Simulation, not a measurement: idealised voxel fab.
process module | voxel transistor to metal
In the cross-section labelled cut, the width is 300 nm and each square cell is 5 nm.
When this document writes out a cross-section, it uses a grid of square cells and lists it as bands, beginning at the top and moving down, with a band standing for one or more rows of cells.
What a band's entry tells you: where the top is and where the bottom is, as heights in nm, and after that what lies inside, material by material from left to right, each with its width in nm. Empty space is written as the word "air", and a single material marked with the word "full width" occupies the band from edge to edge.
Heights are measured from 0, the level below which the as-received wafer is all one material; the lowest band has no bottom and continues downward, written as in "z 0 and below".
A width given as "30..40" starts at the first number in the band's top row and ends at the second number in its bottom row, shifting by an equal amount at every step from row to row.
Basically "nothing altered" means that step didn't change any cell in the cross-section.
Enclosed voids (no open way to top), threshold 8 cells or more, entry "Entrapped void list", notation width x height at distance, distance from left edge, nm.
The remark found on a step's line after its settings is issued by the simulator itself and pertains to that step.
Regarding "overlay nm": on a step with a mask, it is the distance the mask lay to the right of its planned place; a negative value places it to the left.

### Intended process steps
- 1: RECEIVE with material Si
- 2: OXIDIZE with depth nm 5
- 3: CONFORMAL_DEP with material SiN, thk nm 10
- 4: DIRECTIONAL_DEP with material aC, thk nm 15
- 5: PATTERN with tone cover, mask id ACTIVE, material resist, width nm 105, pitch nm 135, thk nm 35, overlay nm 0
- 6: DIRECTIONAL_ETCH with etch materials aC, depth nm 15
- 7: STRIP with etch materials resist
- 8: DIRECTIONAL_ETCH with etch materials SiN, depth nm 10
- 9: DIRECTIONAL_ETCH with etch materials SiO2, depth nm 5
- 10: DIRECTIONAL_ETCH with etch materials Si, depth nm 30
- 11: STRIP with etch materials aC
- 12: FILL_DEP with material SiO2, thk nm 15
- 13: CMP with height nm 10
- 14: SELECTIVE_ETCH with etch materials SiO2, depth nm 10
- 15: STRIP with etch materials SiN
- 16: SELECTIVE_ETCH with etch materials SiO2, depth nm 5
- 17: OXIDIZE with depth nm 5
- 18: DIRECTIONAL_DEP with material polySi, thk nm 25
- 19: DIRECTIONAL_DEP with material SiCN, thk nm 15
- 20: MASKED_ETCH with tone cover, mask id GATE, width nm 25, pitch nm 135, etch materials SiCN, depth nm 25, overlay nm 0
- 21: MASKED_ETCH with tone cover, mask id GATE, width nm 25, pitch nm 135, etch materials polySi, depth nm 35, overlay nm 0
- 22: CONFORMAL_DEP with material SiN, thk nm 5
- 23: DIRECTIONAL_ETCH with etch materials SiN, depth nm 5
- 24: DIRECTIONAL_ETCH with etch materials SiO2, depth nm 5
- 25: DIRECTIONAL_ETCH with etch materials Si, depth nm 15
- 26: EPI with material SiGe, thk nm 15
- 27: FILL_DEP with material SiO2, thk nm 10
- 28: CMP with height nm 20
- 29: STRIP with etch materials polySi
- 30: SELECTIVE_ETCH with etch materials SiO2, depth nm 5
- 31: CONFORMAL_DEP with material HfO2, thk nm 5
- 32: CONFORMAL_DEP with material TiN, thk nm 5
- 33: FILL_DEP with material W, thk nm 5
- 34: CMP with height nm 15
- 35: DIRECTIONAL_DEP with material SiO2, thk nm 10
- 36: DIRECTIONAL_DEP with material aC, thk nm 10
- 37: PATTERN with tone open, mask id CONTACT, material resist, width nm 15, thk nm 25, overlay nm 0
- 38: DIRECTIONAL_ETCH with etch materials aC, depth nm 10
- 39: STRIP with etch materials resist
- 40: DIRECTIONAL_ETCH with etch materials SiO2, depth nm 35
- 41: STRIP with etch materials aC
- 42: CONFORMAL_DEP with material TiN, thk nm 5
- 43: FILL_DEP with material W, thk nm 10
- 44: CMP with height nm 25
- 45: CONFORMAL_DEP with material SiN, thk nm 5
- 46: DIRECTIONAL_DEP with material lowk, thk nm 20
- 47: MASKED_ETCH with tone open, mask id METAL_1, width nm 15, etch materials lowk, depth nm 20, overlay nm 0
- 48: MASKED_ETCH with tone open, mask id METAL_1, width nm 15, etch materials SiN, depth nm 5, overlay nm 0
- 49: CONFORMAL_DEP with material TiN, thk nm 5
- 50: FILL_DEP with material W, thk nm 5
- 51: CMP with height nm 50
- 52: CONFORMAL_DEP with material SiCN, thk nm 5
- 53: DIRECTIONAL_DEP with material lowk, thk nm 30
- 54: PATTERN with tone open, mask id METAL_2, material resist, width nm 15, pitch nm 135, thk nm 20, overlay nm 0
- 55: DIRECTIONAL_ETCH with etch materials lowk, depth nm 20
- 56: STRIP with etch materials resist
- 57: PATTERN with tone open, mask id METAL_2_HOLES, material resist, width nm 15, pitch nm 135, thk nm 20, overlay nm 0
- 58: DIRECTIONAL_ETCH with etch materials lowk, depth nm 10
- 59: DIRECTIONAL_ETCH with etch materials SiCN, depth nm 5
- 60: STRIP with etch materials resist
- 61: CONFORMAL_DEP with material TiN, thk nm 5
- 62: FILL_DEP with material Ru, thk nm 5
- 63: CMP with height nm 85
- 64: CONFORMAL_DEP with material SiCN, thk nm 5

### Here's what the wafer looked like in cross-section when it arrived - that's after step 1
	z 0 and below | Si full width
	Entrapped void list: none

### Result of the module, cross-sectioned: start per above, plan per above, one error in how it was run
	z 90 to 85 | SiCN full width
	z 85 to 55 | lowk (35) / TiN (5) / Ru (5) / TiN (5) / lowk (120) / TiN (5) / Ru (5) / TiN (5) / lowk (115)
	z 55 to 50 | SiCN (35) / TiN (15) / SiCN (120) / TiN (15) / SiCN (115)
	z 50 to 30 | lowk (35) / TiN (5) / W (5) / TiN (5) / lowk (65) / TiN (5) / W (5) / TiN (5) / lowk (40) / TiN (5) / W (5) / TiN (5) / lowk (65) / TiN (5) / W (5) / TiN (5) / lowk (35)
	z 30 to 25 | SiN (35) / TiN (15) / SiN (65) / TiN (15) / SiN (40) / TiN (15) / SiN (65) / TiN (15) / SiN (35)
	z 25 to 15 | SiO2 (35) / TiN (5) / W (5) / TiN (5) / SiO2 (65) / TiN (5) / W (5) / TiN (5) / SiO2 (40) / TiN (5) / W (5) / TiN (5) / SiO2 (65) / TiN (5) / W (5) / TiN (5) / SiO2 (35)
	z 15 to 10 | SiO2 (35) / TiN (5) / W (5) / TiN (5) / SiO2 (15) / SiN (5) / HfO2 (5) / TiN (5) / W (5) / TiN (5) / HfO2 (5) / SiN (5) / SiO2 (15) / TiN (5) / W (5) / TiN (5) / SiO2 (40) / TiN (5) / W (5) / TiN (5) / SiO2 (15) / SiN (5) / HfO2 (5) / TiN (5) / W (5) / TiN (5) / HfO2 (5) / SiN (5) / SiO2 (15) / TiN (5) / W (5) / TiN (5) / SiO2 (35)
	z 10 to 5 | SiO2 (35) / TiN (15) / SiGe (15) / SiN (5) / HfO2 (5) / TiN (5) / W (5) / TiN (5) / HfO2 (5) / SiN (5) / SiGe (15) / TiN (15) / SiO2 (40) / TiN (15) / SiGe (15) / SiN (5) / HfO2 (5) / TiN (5) / W (5) / TiN (5) / HfO2 (5) / SiN (5) / SiGe (15) / TiN (15) / SiO2 (35)
	z 5 to 0 | SiO2 (30) / SiGe (35) / SiN (5) / HfO2 (5) / TiN (15) / HfO2 (5) / SiN (5) / SiGe (35) / SiO2 (30) / SiGe (35) / SiN (5) / HfO2 (5) / TiN (15) / HfO2 (5) / SiN (5) / SiGe (35) / SiO2 (30)
	z 0 to -5 | SiO2 (30) / SiN (5) / SiGe (30) / HfO2 (35) / SiGe (30) / SiN (5) / SiO2 (30) / SiN (5) / SiGe (30) / HfO2 (35) / SiGe (30) / SiN (5) / SiO2 (30)
	z -5 to -10 | SiO2 (40) / SiGe (25) / Si (35) / SiGe (25) / SiO2 (50) / SiGe (25) / Si (35) / SiGe (25) / SiO2 (40)
	z -10 to -20 | SiO2 (30) / Si (10) / SiGe (25) / Si (35) / SiGe (25) / Si (10) / SiO2 (30) / Si (10) / SiGe (25) / Si (35) / SiGe (25) / Si (10) / SiO2 (30)
	z -20 to -35 | SiO2 (30) / Si (105) / SiO2 (30) / Si (105) / SiO2 (30)
	z -35 and below | Si full width
	Entrapped void list: none
What was the processing mistake? the processing plan was not followed for steps 15 and 16, which were run with their positions exchanged
